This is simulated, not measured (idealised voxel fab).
voxel double patterning: a process module
The cross-section on display is named cut; it measures 265 nm wide, and its cells are 5 nm squares.
Just so we're on the same page, the cross-sections are grids of square cells, and they're listed out in bands top to bottom, each band one or more rows deep.
For a band, the entry starts with two heights in nm, that of the top and then that of the bottom, and carries on with the band's materials in order from left to right, each alongside its width in nm; the word "everywhere" beside a single material means it fills the band edge to edge, and "empty" means empty space.
Counting heights begins at 0, where everything beneath is, in the wafer as received, one material. The lowest band has no bottom; it goes on downwards, as "z 0 and below" shows.
The notation "30 to 40" denotes a width that varies across the rows of cells in the band, beginning at the first number in the top row, finishing at the second number in the bottom row, and changing by an identical amount from each row to the next.
Where the words "changes: none" appear for a step, the cross-section shows no cell changed by that step; every cell remained as before.
"Entrapped voids" means: voids of 8 cells or more that are shut off from the top with no open way through. Written width x height at distance, distance from the left edge, in nm.
On a step's line, text after the settings is the simulator commenting on that step.
On any step carrying a mask, the "overlay nm" setting, if present on the step's line, tells how far right of its planned place the mask lay; negative values point to the left.

[List of planned process steps]
1) RECEIVE [material Si]
2) CONFORMAL_DEP [material SiO2] [thk nm 5]
3) DIRECTIONAL_DEP [material polySi] [thk nm 20]
4) DIRECTIONAL_DEP [material SiN] [thk nm 5]
5) PATTERN [tone open] [mask id FIRST] [material resist] [width nm 15] [pitch nm 50] [thk nm 15] [overlay nm 0]
6) DIRECTIONAL_ETCH [etch materials SiN] [depth nm 5]
7) STRIP [etch materials resist]
8) DIRECTIONAL_DEP [material aC] [thk nm 10]
9) PATTERN [tone open] [mask id SECOND] [material resist] [width nm 15] [pitch nm 50] [thk nm 30] [overlay nm 0]
10) DIRECTIONAL_ETCH [etch materials aC] [depth nm 10]
11) STRIP [etch materials resist]
12) DIRECTIONAL_ETCH [etch materials SiN] [depth nm 5]
13) STRIP [etch materials aC]
14) DIRECTIONAL_ETCH [etch materials polySi] [depth nm 20]
15) STRIP [etch materials SiN]

[So, the first of our two wafers, run just as we planned it]

[Step 1 complete: cross-section of the wafer as received]
> z 0 and below = Si everywhere
> Entrapped voids: none

[The wafer, seen in cross-section, after step 2]
> z 5 to 0 = SiO2 everywhere
> Heights below 0 show no change.

[The wafer, seen in cross-section, after step 3]
> z 25 to 5 = polySi everywhere
> Heights below 5 show no change.

[The wafer, seen in cross-section, after step 4]
> z 30 to 25 = SiN everywhere
> Heights below 25 show no change.

[The wafer, seen in cross-section, after step 5]
> z 45 to 30 = 75 nm resist | 15 nm empty | 35 nm resist | 15 nm empty | 35 nm resist | 15 nm empty | 75 nm resist
> Heights below 30 show no change.

[The wafer, seen in cross-section, after step 6]
> z 45 to 30 = 75 nm resist | 15 nm empty | 35 nm resist | 15 nm empty | 35 nm resist | 15 nm empty | 75 nm resist
> z 30 to 25 = 75 nm SiN | 15 nm empty | 35 nm SiN | 15 nm empty | 35 nm SiN | 15 nm empty | 75 nm SiN
> Heights below 25 show no change.

[The wafer, seen in cross-section, after step 7]
> z 30 to 25 = 75 nm SiN | 15 nm empty | 35 nm SiN | 15 nm empty | 35 nm SiN | 15 nm empty | 75 nm SiN
> Heights below 25 show no change.

[The wafer, seen in cross-section, after step 8]
> z 40 to 35 = 75 nm aC | 15 nm empty | 35 nm aC | 15 nm empty | 35 nm aC | 15 nm empty | 75 nm aC
> z 35 to 30 = aC everywhere
> z 30 to 25 = 75 nm SiN | 15 nm aC | 35 nm SiN | 15 nm aC | 35 nm SiN | 15 nm aC | 75 nm SiN
> Heights below 25 show no change.

[The wafer, seen in cross-section, after step 9]
> z 70 to 40 = 100 nm resist | 15 nm empty | 35 nm resist | 15 nm empty | 100 nm resist
> z 40 to 35 = 75 nm aC | 15 nm resist | 35 nm aC | 15 nm resist | 35 nm aC | 15 nm resist | 75 nm aC
> Heights below 35 show no change.

[The wafer, seen in cross-section, after step 10]
> z 60 to 40 = 100 nm resist | 15 nm empty | 35 nm resist | 15 nm empty | 100 nm resist
> z 40 to 35 = 75 nm aC | 15 nm resist | 10 nm aC | 15 nm empty | 10 nm aC | 15 nm resist | 10 nm aC | 15 nm empty | 10 nm aC | 15 nm resist | 75 nm aC
> z 35 to 30 = 100 nm aC | 15 nm empty | 35 nm aC | 15 nm empty | 100 nm aC
> Heights below 30 show no change.

[The wafer, seen in cross-section, after step 11]
> z 40 to 35 = 75 nm aC | 15 nm empty | 10 nm aC | 15 nm empty | 10 nm aC | 15 nm empty | 10 nm aC | 15 nm empty | 10 nm aC | 15 nm empty | 75 nm aC
> Heights below 35 show no change.

[The wafer, seen in cross-section, after step 12]
> z 40 to 35 = 75 nm aC | 15 nm empty | 10 nm aC | 15 nm empty | 10 nm aC | 15 nm empty | 10 nm aC | 15 nm empty | 10 nm aC | 15 nm empty | 75 nm aC
> z 35 to 30 = 100 nm aC | 15 nm empty | 35 nm aC | 15 nm empty | 100 nm aC
> z 30 to 25 = 75 nm SiN | 15 nm aC | 10 nm SiN | 15 nm empty | 10 nm SiN | 15 nm aC | 10 nm SiN | 15 nm empty | 10 nm SiN | 15 nm aC | 75 nm SiN
> Heights below 25 show no change.

[The wafer, seen in cross-section, after step 13]
> z 30 to 25 = 75 nm SiN | 15 nm empty | 10 nm SiN | 15 nm empty | 10 nm SiN | 15 nm empty | 10 nm SiN | 15 nm empty | 10 nm SiN | 15 nm empty | 75 nm SiN
> Heights below 25 show no change.

[The wafer, seen in cross-section, after step 14]
> z 30 to 25 = 75 nm SiN | 15 nm empty | 10 nm SiN | 15 nm empty | 10 nm SiN | 15 nm empty | 10 nm SiN | 15 nm empty | 10 nm SiN | 15 nm empty | 75 nm SiN
> z 25 to 5 = 75 nm polySi | 15 nm empty | 10 nm polySi | 15 nm empty | 10 nm polySi | 15 nm empty | 10 nm polySi | 15 nm empty | 10 nm polySi | 15 nm empty | 75 nm polySi
> Heights below 5 show no change.

[The wafer, seen in cross-section, after step 15]
> z 25 to 5 = 75 nm polySi | 15 nm empty | 10 nm polySi | 15 nm empty | 10 nm polySi | 15 nm empty | 10 nm polySi | 15 nm empty | 10 nm polySi | 15 nm empty | 75 nm polySi
> Heights below 5 show no change.

[Second wafer, same starting conditions and recipe as the first, one mistake in executing it, nothing differs from the first up to and including step 8]

[Cross-section of the second wafer when, according to plan, step 9 should have finished]
> z 70 to 40 = 100 nm empty | 15 nm resist | 35 nm empty | 15 nm resist | 100 nm empty
> Heights below 40 show no change.

[Cross-section of the second wafer when, according to plan, step 10 should have finished]
> z 60 to 40 = 100 nm empty | 15 nm resist | 35 nm empty | 15 nm resist | 100 nm empty
> z 40 to 30 = 100 nm empty | 15 nm aC | 35 nm empty | 15 nm aC | 100 nm empty
> z 30 to 25 = 75 nm SiN | 15 nm empty | 35 nm SiN | 15 nm empty | 35 nm SiN | 15 nm empty | 75 nm SiN
> Heights below 25 show no change.

[Cross-section of the second wafer when, according to plan, step 11 should have finished]
> z 40 to 30 = 100 nm empty | 15 nm aC | 35 nm empty | 15 nm aC | 100 nm empty
> Heights below 30 show no change.

[Cross-section of the second wafer when, according to plan, step 12 should have finished]
> z 40 to 30 = 100 nm empty | 15 nm aC | 35 nm empty | 15 nm aC | 100 nm empty
> z 30 to 25 = 100 nm empty | 15 nm SiN | 35 nm empty | 15 nm SiN | 100 nm empty
> Heights below 25 show no change.

[Cross-section of the second wafer when, according to plan, step 13 should have finished]
> z 30 to 25 = 100 nm empty | 15 nm SiN | 35 nm empty | 15 nm SiN | 100 nm empty
> Heights below 25 show no change.

[Cross-section of the second wafer when, according to plan, step 14 should have finished]
> z 30 to 25 = 100 nm empty | 15 nm SiN | 35 nm empty | 15 nm SiN | 100 nm empty
> z 25 to 5 = 100 nm empty | 15 nm polySi | 35 nm empty | 15 nm polySi | 100 nm empty
> Heights below 5 show no change.

[Cross-section of the second wafer when, according to plan, step 15 should have finished]
> z 25 to 5 = 100 nm empty | 15 nm polySi | 35 nm empty | 15 nm polySi | 100 nm empty
> Heights below 5 show no change.
Which mistake was made when the wafer was run? heads up, step 9 didn't go per plan, it actually ran as PATTERN [tone cover] [mask id SECOND] [material resist] [width nm 15] [pitch nm 50] [thk nm 30] [overlay nm 0]
Final tally in cells, some materials are higher or lower on the second wafer than on the first: polySi -128
